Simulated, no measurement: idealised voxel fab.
This is a process module. Its name is voxel transistor to metal.
Cross-section cut spans 160 nm and uses square cells 5 nm in size.
Cross-section, as written here: a square-cell grid given band by band from the top down, where a band holds one or more rows of cells. Look at the band entry: it leads with the top's height and the bottom's height in nm. Then it lists the materials left to right, with a width in nm for each. The word "throughout" on a single material says that material fills the band edge to edge. The word "empty" is empty space. Heights are reckoned from 0. Under this level, the received wafer is all of one material. The bottommost band is open-ended downward, for example "from 0 down". The expression "30..40" gives the width at the extremes of the band, the first number at its top row of cells and the second at its bottom row, with the width changing by equal amounts from each row to the next in between. Given "stayed the same" for a step, no cell of the cross-section differs between before and after that step. The label "Tabulated closed voids" introduces a list of the empty spaces, 8 cells or larger, that have no open way up to the top; each entry in it reads width x height at distance, where the distance is taken from the left edge and all three are stated in nm. On a step's line, text after the settings is the simulator commenting on that step. "overlay nm" answers the question of how far to the right of plan the mask lay on a step that has a mask, and when it is negative the answer is to the left.

[Steps in the process plan]
1 RECEIVE | material Si
2 OXIDIZE | depth nm 5
3 CONFORMAL_DEP | material SiN | thk nm 15
4 PATTERN | tone cover | mask id ACTIVE | material resist | width nm 120 | thk nm 15 | overlay nm 0
5 DIRECTIONAL_ETCH | etch materials SiN | depth nm 15
6 DIRECTIONAL_ETCH | etch materials SiO2 | depth nm 5
7 DIRECTIONAL_ETCH | etch materials Si | depth nm 35
8 STRIP | etch materials resist
9 OXIDIZE | depth nm 5
10 FILL_DEP | material SiO2 | thk nm 5
11 CMP | height nm 15
12 SELECTIVE_ETCH | etch materials SiO2 | depth nm 5
13 STRIP | etch materials SiN
14 SELECTIVE_ETCH | etch materials SiO2 | depth nm 5
15 OXIDIZE | depth nm 5
16 DIRECTIONAL_DEP | material polySi | thk nm 20
17 DIRECTIONAL_DEP | material SiCN | thk nm 10
18 MASKED_ETCH | tone cover | mask id GATE | width nm 30 | etch materials SiCN | depth nm 20 | overlay nm 0
19 MASKED_ETCH | tone cover | mask id GATE | width nm 30 | etch materials polySi | depth nm 30 | overlay nm 0
20 CONFORMAL_DEP | material SiO2 | thk nm 5
21 DIRECTIONAL_ETCH | etch materials SiO2 | depth nm 5
22 CONFORMAL_DEP | material SiN | thk nm 5
23 DIRECTIONAL_ETCH | etch materials SiN | depth nm 5
24 DIRECTIONAL_ETCH | etch materials SiO2 | depth nm 5
25 DIRECTIONAL_ETCH | etch materials Si | depth nm 15
26 EPI | material SiGe | thk nm 20
27 FILL_DEP | material SiO2 | thk nm 10
28 CMP | height nm 15
29 STRIP | etch materials polySi
30 SELECTIVE_ETCH | etch materials SiO2 | depth nm 5
31 CONFORMAL_DEP | material HfO2 | thk nm 5
32 CONFORMAL_DEP | material TiN | thk nm 5
33 FILL_DEP | material W | thk nm 10
34 CMP | height nm 10
35 DIRECTIONAL_DEP | material SiO2 | thk nm 10
36 PATTERN | tone open | mask id CONTACT | material resist | width nm 20 | pitch nm 90 | thk nm 15 | overlay nm 0
37 DIRECTIONAL_ETCH | etch materials SiO2 | depth nm 25
38 STRIP | etch materials resist
39 CONFORMAL_DEP | material TiN | thk nm 5
40 FILL_DEP | material W | thk nm 5
41 CMP | height nm 20
42 DIRECTIONAL_DEP | material TiN | thk nm 5
43 DIRECTIONAL_DEP | material W | thk nm 20
44 PATTERN | tone cover | mask id METAL_1 | material resist | width nm 20 | pitch nm 90 | thk nm 20 | overlay nm 0
45 DIRECTIONAL_ETCH | etch materials W | depth nm 20
46 DIRECTIONAL_ETCH | etch materials TiN | depth nm 5
47 STRIP | etch materials resist
48 CONFORMAL_DEP | material SiN | thk nm 5
49 FILL_DEP | material SiO2 | thk nm 10
50 CMP | height nm 45
51 CONFORMAL_DEP | material SiCN | thk nm 5
52 DIRECTIONAL_DEP | material SiO2 | thk nm 35
53 PATTERN | tone open | mask id METAL_2_HOLES | material resist | width nm 15 | pitch nm 90 | thk nm 20 | overlay nm 0
54 DIRECTIONAL_ETCH | etch materials SiO2 | depth nm 35
55 STRIP | etch materials resist
56 PATTERN | tone open | mask id METAL_2 | material resist | width nm 20 | pitch nm 90 | thk nm 15 | overlay nm 0
57 DIRECTIONAL_ETCH | etch materials SiO2 | depth nm 20
58 DIRECTIONAL_ETCH | etch materials SiCN | depth nm 5
59 STRIP | etch materials resist
60 CONFORMAL_DEP | material TiN | thk nm 5
61 FILL_DEP | material Cu | thk nm 10
62 CMP | height nm 85
63 CONFORMAL_DEP | material SiCN | thk nm 5

[First wafer, two in total, run as planned]

[Cross-section of the incoming wafer, state after step 1]
from 0 down = Si throughout
Tabulated closed voids: none

[The following cross-section depicts the wafer upon completion of step 2]
from 0 to -5 = SiO2 throughout
Nothing below the height -5 has changed.

[The following cross-section depicts the wafer upon completion of step 3]
from 15 to 0 = SiN throughout
Nothing below the height 0 has changed.

[The following cross-section depicts the wafer upon completion of step 4]
from 30 to 15 = empty 20, then resist 120, then empty 20
Nothing below the height 15 has changed.

[The following cross-section depicts the wafer upon completion of step 5]
from 30 to 15 = empty 20, then resist 120, then empty 20
from 15 to 0 = empty 20, then SiN 120, then empty 20
Nothing below the height 0 has changed.

[The following cross-section depicts the wafer upon completion of step 6]
from 30 to 15 = empty 20, then resist 120, then empty 20
from 15 to 0 = empty 20, then SiN 120, then empty 20
from 0 to -5 = empty 20, then SiO2 120, then empty 20
Nothing below the height -5 has changed.

[The following cross-section depicts the wafer upon completion of step 7]
from 30 to 15 = empty 20, then resist 120, then empty 20
from 15 to 0 = empty 20, then SiN 120, then empty 20
from 0 to -5 = empty 20, then SiO2 120, then empty 20
from -5 to -40 = empty 20, then Si 120, then empty 20
Nothing below the height -40 has changed.

[The following cross-section depicts the wafer upon completion of step 8]
from 15 to 0 = empty 20, then SiN 120, then empty 20
Nothing below the height 0 has changed.

[The following cross-section depicts the wafer upon completion of step 9]
from 15 to 0 = empty 20, then SiN 120, then empty 20
from 0 to -5 = empty 20, then SiO2 120, then empty 20
from -5 to -40 = empty 20, then SiO2 5, then Si 110, then SiO2 5, then empty 20
from -40 to -45 = SiO2 25, then Si 110, then SiO2 25
Nothing below the height -45 has changed.

[The following cross-section depicts the wafer upon completion of step 10]
from 20 to 15 = SiO2 throughout
from 15 to 0 = SiO2 20, then SiN 120, then SiO2 20
from 0 to -5 = SiO2 throughout
from -5 to -45 = SiO2 25, then Si 110, then SiO2 25
Nothing below the height -45 has changed.

[The following cross-section depicts the wafer upon completion of step 11]
from 15 to 0 = SiO2 20, then SiN 120, then SiO2 20
Nothing below the height 0 has changed.

[The following cross-section depicts the wafer upon completion of step 12]
from 15 to 10 = empty 20, then SiN 120, then empty 20
Nothing below the height 10 has changed.

[The following cross-section depicts the wafer upon completion of step 13]
from 10 to 0 = SiO2 20, then empty 120, then SiO2 20
Nothing below the height 0 has changed.

[The following cross-section depicts the wafer upon completion of step 14]
from 5 to -5 = SiO2 15, then empty 130, then SiO2 15
Nothing below the height -5 has changed.

[The following cross-section depicts the wafer upon completion of step 15]
from 5 to -5 = SiO2 15, then empty 130, then SiO2 15
from -5 to -10 = SiO2 throughout
Nothing below the height -10 has changed.

[The following cross-section depicts the wafer upon completion of step 16]
from 25 to 15 = polySi 15, then empty 130, then polySi 15
from 15 to 5 = polySi throughout
from 5 to -5 = SiO2 15, then polySi 130, then SiO2 15
Nothing below the height -5 has changed.

[The following cross-section depicts the wafer upon completion of step 17]
from 35 to 25 = SiCN 15, then empty 130, then SiCN 15
from 25 to 15 = polySi 15, then SiCN 130, then polySi 15
Nothing below the height 15 has changed.

[The following cross-section depicts the wafer upon completion of step 18]
from 25 to 15 = polySi 15, then empty 50, then SiCN 30, then empty 50, then polySi 15
Nothing below the height 15 has changed.

[The following cross-section depicts the wafer upon completion of step 19]
from 25 to 15 = empty 65, then SiCN 30, then empty 65
from 15 to 5 = empty 65, then polySi 30, then empty 65
from 5 to -5 = SiO2 15, then empty 50, then polySi 30, then empty 50, then SiO2 15
Nothing below the height -5 has changed.

[The following cross-section depicts the wafer upon completion of step 20]
from 30 to 25 = empty 60, then SiO2 40, then empty 60
from 25 to 15 = empty 60, then SiO2 5, then SiCN 30, then SiO2 5, then empty 60
from 15 to 10 = empty 60, then SiO2 5, then polySi 30, then SiO2 5, then empty 60
from 10 to 0 = SiO2 20, then empty 40, then SiO2 5, then polySi 30, then SiO2 5, then empty 40, then SiO2 20
from 0 to -5 = SiO2 65, then polySi 30, then SiO2 65
Nothing below the height -5 has changed.

[The following cross-section depicts the wafer upon completion of step 21]
from 25 to 15 = empty 60, then SiO2 5, then SiCN 30, then SiO2 5, then empty 60
from 15 to 5 = empty 60, then SiO2 5, then polySi 30, then SiO2 5, then empty 60
from 5 to -5 = SiO2 20, then empty 40, then SiO2 5, then polySi 30, then SiO2 5, then empty 40, then SiO2 20
Nothing below the height -5 has changed.

[The following cross-section depicts the wafer upon completion of step 22]
from 30 to 25 = empty 55, then SiN 50, then empty 55
from 25 to 15 = empty 55, then SiN 5, then SiO2 5, then SiCN 30, then SiO2 5, then SiN 5, then empty 55
from 15 to 10 = empty 55, then SiN 5, then SiO2 5, then polySi 30, then SiO2 5, then SiN 5, then empty 55
from 10 to 5 = SiN 25, then empty 30, then SiN 5, then SiO2 5, then polySi 30, then SiO2 5, then SiN 5, then empty 30, then SiN 25
from 5 to 0 = SiO2 20, then SiN 5, then empty 30, then SiN 5, then SiO2 5, then polySi 30, then SiO2 5, then SiN 5, then empty 30, then SiN 5, then SiO2 20
from 0 to -5 = SiO2 20, then SiN 40, then SiO2 5, then polySi 30, then SiO2 5, then SiN 40, then SiO2 20
Nothing below the height -5 has changed.

[The following cross-section depicts the wafer upon completion of step 23]
from 25 to 15 = empty 55, then SiN 5, then SiO2 5, then SiCN 30, then SiO2 5, then SiN 5, then empty 55
from 15 to 5 = empty 55, then SiN 5, then SiO2 5, then polySi 30, then SiO2 5, then SiN 5, then empty 55
from 5 to -5 = SiO2 20, then SiN 5, then empty 30, then SiN 5, then SiO2 5, then polySi 30, then SiO2 5, then SiN 5, then empty 30, then SiN 5, then SiO2 20
Nothing below the height -5 has changed.

[The following cross-section depicts the wafer upon completion of step 24]
from 25 to 20 = empty 55, then SiN 5, then empty 5, then SiCN 30, then empty 5, then SiN 5, then empty 55
from 20 to 15 = empty 55, then SiN 5, then SiO2 5, then SiCN 30, then SiO2 5, then SiN 5, then empty 55
from 15 to 5 = empty 55, then SiN 5, then SiO2 5, then polySi 30, then SiO2 5, then SiN 5, then empty 55
from 5 to 0 = empty 20, then SiN 5, then empty 30, then SiN 5, then SiO2 5, then polySi 30, then SiO2 5, then SiN 5, then empty 30, then SiN 5, then empty 20
from 0 to -5 = SiO2 20, then SiN 5, then empty 30, then SiN 5, then SiO2 5, then polySi 30, then SiO2 5, then SiN 5, then empty 30, then SiN 5, then SiO2 20
from -5 to -10 = SiO2 25, then empty 30, then SiO2 50, then empty 30, then SiO2 25
Nothing below the height -10 has changed.

[The following cross-section depicts the wafer upon completion of step 25]
from 25 to 20 = empty 55, then SiN 5, then empty 5, then SiCN 30, then empty 5, then SiN 5, then empty 55
from 20 to 15 = empty 55, then SiN 5, then SiO2 5, then SiCN 30, then SiO2 5, then SiN 5, then empty 55
from 15 to 5 = empty 55, then SiN 5, then SiO2 5, then polySi 30, then SiO2 5, then SiN 5, then empty 55
from 5 to 0 = empty 20, then SiN 5, then empty 30, then SiN 5, then SiO2 5, then polySi 30, then SiO2 5, then SiN 5, then empty 30, then SiN 5, then empty 20
from 0 to -5 = SiO2 20, then SiN 5, then empty 30, then SiN 5, then SiO2 5, then polySi 30, then SiO2 5, then SiN 5, then empty 30, then SiN 5, then SiO2 20
from -5 to -10 = SiO2 25, then empty 30, then SiO2 50, then empty 30, then SiO2 25
from -10 to -25 = SiO2 25, then empty 30, then Si 50, then empty 30, then SiO2 25
Nothing below the height -25 has changed.

[The following cross-section depicts the wafer upon completion of step 26]
from 25 to 20 = empty 55, then SiN 5, then empty 5, then SiCN 30, then empty 5, then SiN 5, then empty 55
from 20 to 15 = empty 55, then SiN 5, then SiO2 5, then SiCN 30, then SiO2 5, then SiN 5, then empty 55
from 15 to 10 = empty 55, then SiN 5, then SiO2 5, then polySi 30, then SiO2 5, then SiN 5, then empty 55
from 10 to 5 = empty 35, then SiGe 20, then SiN 5, then SiO2 5, then polySi 30, then SiO2 5, then SiN 5, then SiGe 20, then empty 35
from 5 to 0 = empty 20, then SiN 5, then empty 10, then SiGe 20, then SiN 5, then SiO2 5, then polySi 30, then SiO2 5, then SiN 5, then SiGe 20, then empty 10, then SiN 5, then empty 20
from 0 to -5 = SiO2 20, then SiN 5, then empty 10, then SiGe 20, then SiN 5, then SiO2 5, then polySi 30, then SiO2 5, then SiN 5, then SiGe 20, then empty 10, then SiN 5, then SiO2 20
from -5 to -10 = SiO2 25, then SiGe 30, then SiO2 50, then SiGe 30, then SiO2 25
from -10 to -25 = SiO2 25, then SiGe 30, then Si 50, then SiGe 30, then SiO2 25
Nothing below the height -25 has changed.

[The following cross-section depicts the wafer upon completion of step 27]
from 35 to 25 = SiO2 throughout
from 25 to 15 = SiO2 55, then SiN 5, then SiO2 5, then SiCN 30, then SiO2 5, then SiN 5, then SiO2 55
from 15 to 10 = SiO2 55, then SiN 5, then SiO2 5, then polySi 30, then SiO2 5, then SiN 5, then SiO2 55
from 10 to 5 = SiO2 35, then SiGe 20, then SiN 5, then SiO2 5, then polySi 30, then SiO2 5, then SiN 5, then SiGe 20, then SiO2 35
from 5 to -5 = SiO2 20, then SiN 5, then SiO2 10, then SiGe 20, then SiN 5, then SiO2 5, then polySi 30, then SiO2 5, then SiN 5, then SiGe 20, then SiO2 10, then SiN 5, then SiO2 20
Nothing below the height -5 has changed.

[The following cross-section depicts the wafer upon completion of step 28]
from 15 to 10 = SiO2 55, then SiN 5, then SiO2 5, then polySi 30, then SiO2 5, then SiN 5, then SiO2 55
Nothing below the height 10 has changed.

[The following cross-section depicts the wafer upon completion of step 29]
from 15 to 10 = SiO2 55, then SiN 5, then SiO2 5, then empty 30, then SiO2 5, then SiN 5, then SiO2 55
from 10 to 5 = SiO2 35, then SiGe 20, then SiN 5, then SiO2 5, then empty 30, then SiO2 5, then SiN 5, then SiGe 20, then SiO2 35
from 5 to -5 = SiO2 20, then SiN 5, then SiO2 10, then SiGe 20, then SiN 5, then SiO2 5, then empty 30, then SiO2 5, then SiN 5, then SiGe 20, then SiO2 10, then SiN 5, then SiO2 20
Nothing below the height -5 has changed.

[The following cross-section depicts the wafer upon completion of step 30]
from 15 to 10 = empty 55, then SiN 5, then empty 40, then SiN 5, then empty 55
from 10 to 5 = SiO2 35, then SiGe 20, then SiN 5, then empty 40, then SiN 5, then SiGe 20, then SiO2 35
from 5 to -5 = SiO2 20, then SiN 5, then SiO2 10, then SiGe 20, then SiN 5, then empty 40, then SiN 5, then SiGe 20, then SiO2 10, then SiN 5, then SiO2 20
from -5 to -10 = SiO2 25, then SiGe 30, then SiO2 5, then empty 40, then SiO2 5, then SiGe 30, then SiO2 25
Nothing below the height -10 has changed.

[The following cross-section depicts the wafer upon completion of step 31]
from 20 to 15 = empty 50, then HfO2 15, then empty 30, then HfO2 15, then empty 50
from 15 to 10 = HfO2 55, then SiN 5, then HfO2 5, then empty 30, then HfO2 5, then SiN 5, then HfO2 55
from 10 to 5 = SiO2 35, then SiGe 20, then SiN 5, then HfO2 5, then empty 30, then HfO2 5, then SiN 5, then SiGe 20, then SiO2 35
from 5 to -5 = SiO2 20, then SiN 5, then SiO2 10, then SiGe 20, then SiN 5, then HfO2 5, then empty 30, then HfO2 5, then SiN 5, then SiGe 20, then SiO2 10, then SiN 5, then SiO2 20
from -5 to -10 = SiO2 25, then SiGe 30, then SiO2 5, then HfO2 40, then SiO2 5, then SiGe 30, then SiO2 25
Nothing below the height -10 has changed.

[The following cross-section depicts the wafer upon completion of step 32]
from 25 to 20 = empty 45, then TiN 25, then empty 20, then TiN 25, then empty 45
from 20 to 15 = TiN 50, then HfO2 15, then TiN 5, then empty 20, then TiN 5, then HfO2 15, then TiN 50
from 15 to 10 = HfO2 55, then SiN 5, then HfO2 5, then TiN 5, then empty 20, then TiN 5, then HfO2 5, then SiN 5, then HfO2 55
from 10 to 5 = SiO2 35, then SiGe 20, then SiN 5, then HfO2 5, then TiN 5, then empty 20, then TiN 5, then HfO2 5, then SiN 5, then SiGe 20, then SiO2 35
from 5 to 0 = SiO2 20, then SiN 5, then SiO2 10, then SiGe 20, then SiN 5, then HfO2 5, then TiN 5, then empty 20, then TiN 5, then HfO2 5, then SiN 5, then SiGe 20, then SiO2 10, then SiN 5, then SiO2 20
from 0 to -5 = SiO2 20, then SiN 5, then SiO2 10, then SiGe 20, then SiN 5, then HfO2 5, then TiN 30, then HfO2 5, then SiN 5, then SiGe 20, then SiO2 10, then SiN 5, then SiO2 20
Nothing below the height -5 has changed.

[The following cross-section depicts the wafer upon completion of step 33]
from 35 to 25 = W throughout
from 25 to 20 = W 45, then TiN 25, then W 20, then TiN 25, then W 45
from 20 to 15 = TiN 50, then HfO2 15, then TiN 5, then W 20, then TiN 5, then HfO2 15, then TiN 50
from 15 to 10 = HfO2 55, then SiN 5, then HfO2 5, then TiN 5, then W 20, then TiN 5, then HfO2 5, then SiN 5, then HfO2 55
from 10 to 5 = SiO2 35, then SiGe 20, then SiN 5, then HfO2 5, then TiN 5, then W 20, then TiN 5, then HfO2 5, then SiN 5, then SiGe 20, then SiO2 35
from 5 to 0 = SiO2 20, then SiN 5, then SiO2 10, then SiGe 20, then SiN 5, then HfO2 5, then TiN 5, then W 20, then TiN 5, then HfO2 5, then SiN 5, then SiGe 20, then SiO2 10, then SiN 5, then SiO2 20
Nothing below the height 0 has changed.

[The following cross-section depicts the wafer upon completion of step 34]
from 10 to 5 = SiO2 35, then SiGe 20, then SiN 5, then HfO2 5, then TiN 5, then W 20, then TiN 5, then HfO2 5, then SiN 5, then SiGe 20, then SiO2 35
Nothing below the height 5 has changed.

[The following cross-section depicts the wafer upon completion of step 35]
from 20 to 10 = SiO2 throughout
Nothing below the height 10 has changed.

[The following cross-section depicts the wafer upon completion of step 36]
from 35 to 20 = resist 25, then empty 20, then resist 70, then empty 20, then resist 25
Nothing below the height 20 has changed.

[The following cross-section depicts the wafer upon completion of step 37]
from 35 to 20 = resist 25, then empty 20, then resist 70, then empty 20, then resist 25
from 20 to 10 = SiO2 25, then empty 20, then SiO2 70, then empty 20, then SiO2 25
from 10 to 5 = SiO2 25, then empty 10, then SiGe 20, then SiN 5, then HfO2 5, then TiN 5, then W 20, then TiN 5, then HfO2 5, then SiN 5, then SiGe 20, then empty 10, then SiO2 25
from 5 to 0 = SiO2 20, then SiN 5, then empty 10, then SiGe 20, then SiN 5, then HfO2 5, then TiN 5, then W 20, then TiN 5, then HfO2 5, then SiN 5, then SiGe 20, then empty 10, then SiN 5, then SiO2 20
from 0 to -5 = SiO2 20, then SiN 5, then empty 10, then SiGe 20, then SiN 5, then HfO2 5, then TiN 30, then HfO2 5, then SiN 5, then SiGe 20, then empty 10, then SiN 5, then SiO2 20
Nothing below the height -5 has changed.

[The following cross-section depicts the wafer upon completion of step 38]
from 20 to 10 = SiO2 25, then empty 20, then SiO2 70, then empty 20, then SiO2 25
Nothing below the height 10 has changed.

[The following cross-section depicts the wafer upon completion of step 39]
from 25 to 20 = TiN 30, then empty 10, then TiN 80, then empty 10, then TiN 30
from 20 to 15 = SiO2 25, then TiN 5, then empty 10, then TiN 5, then SiO2 70, then TiN 5, then empty 10, then TiN 5, then SiO2 25
from 15 to 10 = SiO2 25, then TiN 20, then SiO2 70, then TiN 20, then SiO2 25
from 10 to 5 = SiO2 25, then TiN 10, then SiGe 20, then SiN 5, then HfO2 5, then TiN 5, then W 20, then TiN 5, then HfO2 5, then SiN 5, then SiGe 20, then TiN 10, then SiO2 25
from 5 to 0 = SiO2 20, then SiN 5, then TiN 10, then SiGe 20, then SiN 5, then HfO2 5, then TiN 5, then W 20, then TiN 5, then HfO2 5, then SiN 5, then SiGe 20, then TiN 10, then SiN 5, then SiO2 20
from 0 to -5 = SiO2 20, then SiN 5, then TiN 10, then SiGe 20, then SiN 5, then HfO2 5, then TiN 30, then HfO2 5, then SiN 5, then SiGe 20, then TiN 10, then SiN 5, then SiO2 20
Nothing below the height -5 has changed.

[The following cross-section depicts the wafer upon completion of step 40]
from 30 to 25 = W throughout
from 25 to 20 = TiN 30, then W 10, then TiN 80, then W 10, then TiN 30
from 20 to 15 = SiO2 25, then TiN 5, then W 10, then TiN 5, then SiO2 70, then TiN 5, then W 10, then TiN 5, then SiO2 25
Nothing below the height 15 has changed.

[The following cross-section depicts the wafer upon completion of step 41]
from 20 to 15 = SiO2 25, then TiN 5, then W 10, then TiN 5, then SiO2 70, then TiN 5, then W 10, then TiN 5, then SiO2 25
Nothing below the height 15 has changed.

[The following cross-section depicts the wafer upon completion of step 42]
from 25 to 20 = TiN throughout
Nothing below the height 20 has changed.

[The following cross-section depicts the wafer upon completion of step 43]
from 45 to 25 = W throughout
Nothing below the height 25 has changed.

[The following cross-section depicts the wafer upon completion of step 44]
from 65 to 45 = empty 25, then resist 20, then empty 70, then resist 20, then empty 25
Nothing below the height 45 has changed.

[The following cross-section depicts the wafer upon completion of step 45]
from 65 to 45 = empty 25, then resist 20, then empty 70, then resist 20, then empty 25
from 45 to 25 = empty 25, then W 20, then empty 70, then W 20, then empty 25
Nothing below the height 25 has changed.

[The following cross-section depicts the wafer upon completion of step 46]
from 65 to 45 = empty 25, then resist 20, then empty 70, then resist 20, then empty 25
from 45 to 25 = empty 25, then W 20, then empty 70, then W 20, then empty 25
from 25 to 20 = empty 25, then TiN 20, then empty 70, then TiN 20, then empty 25
Nothing below the height 20 has changed.

[The following cross-section depicts the wafer upon completion of step 47]
from 45 to 25 = empty 25, then W 20, then empty 70, then W 20, then empty 25
Nothing below the height 25 has changed.

[The following cross-section depicts the wafer upon completion of step 48]
from 50 to 45 = empty 20, then SiN 30, then empty 60, then SiN 30, then empty 20
from 45 to 25 = empty 20, then SiN 5, then W 20, then SiN 5, then empty 60, then SiN 5, then W 20, then SiN 5, then empty 20
from 25 to 20 = SiN 25, then TiN 20, then SiN 70, then TiN 20, then SiN 25
Nothing below the height 20 has changed.

[The following cross-section depicts the wafer upon completion of step 49]
from 60 to 50 = SiO2 throughout
from 50 to 45 = SiO2 20, then SiN 30, then SiO2 60, then SiN 30, then SiO2 20
from 45 to 25 = SiO2 20, then SiN 5, then W 20, then SiN 5, then SiO2 60, then SiN 5, then W 20, then SiN 5, then SiO2 20
Nothing below the height 25 has changed.

[The following cross-section depicts the wafer upon completion of step 50]
from 45 to 25 = SiO2 20, then SiN 5, then W 20, then SiN 5, then SiO2 60, then SiN 5, then W 20, then SiN 5, then SiO2 20
Nothing below the height 25 has changed.

[The following cross-section depicts the wafer upon completion of step 51]
from 50 to 45 = SiCN throughout
Nothing below the height 45 has changed.

[The following cross-section depicts the wafer upon completion of step 52]
from 85 to 50 = SiO2 throughout
Nothing below the height 50 has changed.

[The following cross-section depicts the wafer upon completion of step 53]
from 105 to 85 = resist 25, then empty 15, then resist 75, then empty 15, then resist 30
Nothing below the height 85 has changed.

[The following cross-section depicts the wafer upon completion of step 54]
from 105 to 85 = resist 25, then empty 15, then resist 75, then empty 15, then resist 30
from 85 to 50 = SiO2 25, then empty 15, then SiO2 75, then empty 15, then SiO2 30
Nothing below the height 50 has changed.

[The following cross-section depicts the wafer upon completion of step 55]
from 85 to 50 = SiO2 25, then empty 15, then SiO2 75, then empty 15, then SiO2 30
Nothing below the height 50 has changed.

[The following cross-section depicts the wafer upon completion of step 56]
from 100 to 85 = resist 25, then empty 20, then resist 70, then empty 20, then resist 25
Nothing below the height 85 has changed.

[The following cross-section depicts the wafer upon completion of step 57]
from 100 to 85 = resist 25, then empty 20, then resist 70, then empty 20, then resist 25
from 85 to 65 = SiO2 25, then empty 20, then SiO2 70, then empty 20, then SiO2 25
Nothing below the height 65 has changed.

[The following cross-section depicts the wafer upon completion of step 58]
from 100 to 85 = resist 25, then empty 20, then resist 70, then empty 20, then resist 25
from 85 to 65 = SiO2 25, then empty 20, then SiO2 70, then empty 20, then SiO2 25
from 65 to 50 = SiO2 25, then empty 15, then SiO2 75, then empty 15, then SiO2 30
from 50 to 45 = SiCN 25, then empty 15, then SiCN 75, then empty 15, then SiCN 30
Nothing below the height 45 has changed.

[The following cross-section depicts the wafer upon completion of step 59]
from 85 to 65 = SiO2 25, then empty 20, then SiO2 70, then empty 20, then SiO2 25
Nothing below the height 65 has changed.

[The following cross-section depicts the wafer upon completion of step 60]
from 90 to 85 = TiN 30, then empty 10, then TiN 80, then empty 10, then TiN 30
from 85 to 70 = SiO2 25, then TiN 5, then empty 10, then TiN 5, then SiO2 70, then TiN 5, then empty 10, then TiN 5, then SiO2 25
from 70 to 65 = SiO2 25, then TiN 5, then empty 5, then TiN 10, then SiO2 70, then TiN 5, then empty 5, then TiN 10, then SiO2 25
from 65 to 50 = SiO2 25, then TiN 5, then empty 5, then TiN 5, then SiO2 75, then TiN 5, then empty 5, then TiN 5, then SiO2 30
from 50 to 45 = SiCN 25, then TiN 15, then SiCN 75, then TiN 15, then SiCN 30
Nothing below the height 45 has changed.

[The following cross-section depicts the wafer upon completion of step 61]
from 100 to 90 = Cu throughout
from 90 to 85 = TiN 30, then Cu 10, then TiN 80, then Cu 10, then TiN 30
from 85 to 70 = SiO2 25, then TiN 5, then Cu 10, then TiN 5, then SiO2 70, then TiN 5, then Cu 10, then TiN 5, then SiO2 25
from 70 to 65 = SiO2 25, then TiN 5, then Cu 5, then TiN 10, then SiO2 70, then TiN 5, then Cu 5, then TiN 10, then SiO2 25
from 65 to 50 = SiO2 25, then TiN 5, then Cu 5, then TiN 5, then SiO2 75, then TiN 5, then Cu 5, then TiN 5, then SiO2 30
Nothing below the height 50 has changed.

[The following cross-section depicts the wafer upon completion of step 62]
from 85 to 70 = SiO2 25, then TiN 5, then Cu 10, then TiN 5, then SiO2 70, then TiN 5, then Cu 10, then TiN 5, then SiO2 25
Nothing below the height 70 has changed.

[The following cross-section depicts the wafer upon completion of step 63]
from 90 to 85 = SiCN throughout
Nothing below the height 85 has changed.

[Companion wafer, the second of two: same beginning, same intended sequence, one mistake in carrying it out; through step 55 inclusive it tracks the first exactly]

[The second wafer in cross-section, at the planned close of step 56]
from 100 to 85 = resist 20, then empty 20, then resist 70, then empty 20, then resist 30
Nothing below the height 85 has changed.

[The second wafer in cross-section, at the planned close of step 57]
from 100 to 85 = resist 20, then empty 20, then resist 70, then empty 20, then resist 30
from 85 to 65 = SiO2 20, then empty 20, then SiO2 70, then empty 20, then SiO2 30
Nothing below the height 65 has changed.

[The second wafer in cross-section, at the planned close of step 58]
from 100 to 85 = resist 20, then empty 20, then resist 70, then empty 20, then resist 30
from 85 to 65 = SiO2 20, then empty 20, then SiO2 70, then empty 20, then SiO2 30
from 65 to 50 = SiO2 25, then empty 15, then SiO2 75, then empty 15, then SiO2 30
from 50 to 45 = SiCN 25, then empty 15, then SiCN 75, then empty 15, then SiCN 30
Nothing below the height 45 has changed.

[The second wafer in cross-section, at the planned close of step 59]
from 85 to 65 = SiO2 20, then empty 20, then SiO2 70, then empty 20, then SiO2 30
Nothing below the height 65 has changed.

[The second wafer in cross-section, at the planned close of step 60]
from 90 to 85 = TiN 25, then empty 10, then TiN 80, then empty 10, then TiN 35
from 85 to 70 = SiO2 20, then TiN 5, then empty 10, then TiN 5, then SiO2 70, then TiN 5, then empty 10, then TiN 5, then SiO2 30
from 70 to 65 = SiO2 20, then TiN 10, then empty 5, then TiN 5, then SiO2 70, then TiN 10, then empty 5, then TiN 5, then SiO2 30
from 65 to 50 = SiO2 25, then TiN 5, then empty 5, then TiN 5, then SiO2 75, then TiN 5, then empty 5, then TiN 5, then SiO2 30
from 50 to 45 = SiCN 25, then TiN 15, then SiCN 75, then TiN 15, then SiCN 30
Nothing below the height 45 has changed.

[The second wafer in cross-section, at the planned close of step 61]
from 100 to 90 = Cu throughout
from 90 to 85 = TiN 25, then Cu 10, then TiN 80, then Cu 10, then TiN 35
from 85 to 70 = SiO2 20, then TiN 5, then Cu 10, then TiN 5, then SiO2 70, then TiN 5, then Cu 10, then TiN 5, then SiO2 30
from 70 to 65 = SiO2 20, then TiN 10, then Cu 5, then TiN 5, then SiO2 70, then TiN 10, then Cu 5, then TiN 5, then SiO2 30
from 65 to 50 = SiO2 25, then TiN 5, then Cu 5, then TiN 5, then SiO2 75, then TiN 5, then Cu 5, then TiN 5, then SiO2 30
Nothing below the height 50 has changed.

[The second wafer in cross-section, at the planned close of step 62]
from 85 to 70 = SiO2 20, then TiN 5, then Cu 10, then TiN 5, then SiO2 70, then TiN 5, then Cu 10, then TiN 5, then SiO2 30
Nothing below the height 70 has changed.

[The second wafer in cross-section, at the planned close of step 63]
from 90 to 85 = SiCN throughout
Nothing below the height 85 has changed.
Which mistake was made when the wafer was run? heads up, step 56 didn't go per plan, it actually ran as PATTERN | tone open | mask id METAL_2 | material resist | width nm 20 | pitch nm 90 | thk nm 15 | overlay nm -5
At the end, each material covers as many cells on the second wafer as it does on the first, though the cells it covers are elsewhere.
